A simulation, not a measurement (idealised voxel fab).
This section sets out a process module, namely voxel spacer lines.
Square cells of 5 nm make up the cross-section cut, whose width is 210 nm.
In this document a cross-section is written as a grid of square cells. It is given as a series of bands, listed from the top down, and a band is one or more rows of cells.
The band entry comprises the height of the band's top followed by the height of its bottom, expressed in nm, and subsequently the band's materials from left to right, each stated together with its width in nm. Where a single material is marked with the word "full width", that material fills the band from edge to edge. The word "blank" represents empty space.
Beneath 0, the wafer as received is one material, and that level is where height counting begins. The lowest band goes on downward without a bottom; it is written like "0 -> down".
A width given as "30->40" starts at the first number in the band's top row and ends at the second number in its bottom row, shifting by an equal amount at every step from row to row.
Given "changes: none" for a step, no cell of the cross-section differs between before and after that step.
Under "Enclosed void list" you'll find the enclosed gaps, the ones with no way out to the top, that are 8 cells or bigger; each reads width x height at distance, with distance counted from the left edge, everything in nm.
Anything after a step's settings on that line? It's the simulator's own note about the step.
The setting "overlay nm" may be written on the line of a step. When the step uses a mask, the value reports how far to the right of the planned place the mask lay, and a negative value reports that it lay to the left.

-- Set out below are the planned steps of the process
step 1: RECEIVE,material Si
step 2: CONFORMAL_DEP,material Al2O3,thk nm 10
step 3: DIRECTIONAL_DEP,material W,thk nm 10
step 4: DIRECTIONAL_DEP,material aC,thk nm 20
step 5: PATTERN,tone cover,mask id MANDREL,material resist,width nm 15,pitch nm 50,thk nm 25,overlay nm 0
step 6: DIRECTIONAL_ETCH,etch materials aC,depth nm 20
step 7: STRIP,etch materials resist
step 8: CONFORMAL_DEP,material SiO2,thk nm 10
step 9: DIRECTIONAL_ETCH,etch materials SiO2,depth nm 10
step 10: STRIP,etch materials aC
step 11: DIRECTIONAL_ETCH,etch materials W,depth nm 10
step 12: STRIP,etch materials SiO2

-- as received, after step 1
	0 -> down | Si full width
	Enclosed void list: none

-- Here's the wafer cut in cross-section after the module, started and planned just like above, except one thing was done wrong in the run
	20 -> 10 | blank: 70 / W: 10 / blank: 15 / W: 10 / blank: 15 / W: 10 / blank: 15 / W: 10 / blank: 55
	10 -> 0 | Al2O3 full width
	0 -> down | Si full width
	Enclosed void list: none
Error vs. plan: step 5 was processed under conditions differing from the plan, specifically as PATTERN,tone cover,mask id MANDREL,material resist,width nm 15,pitch nm 50,thk nm 25,overlay nm 10
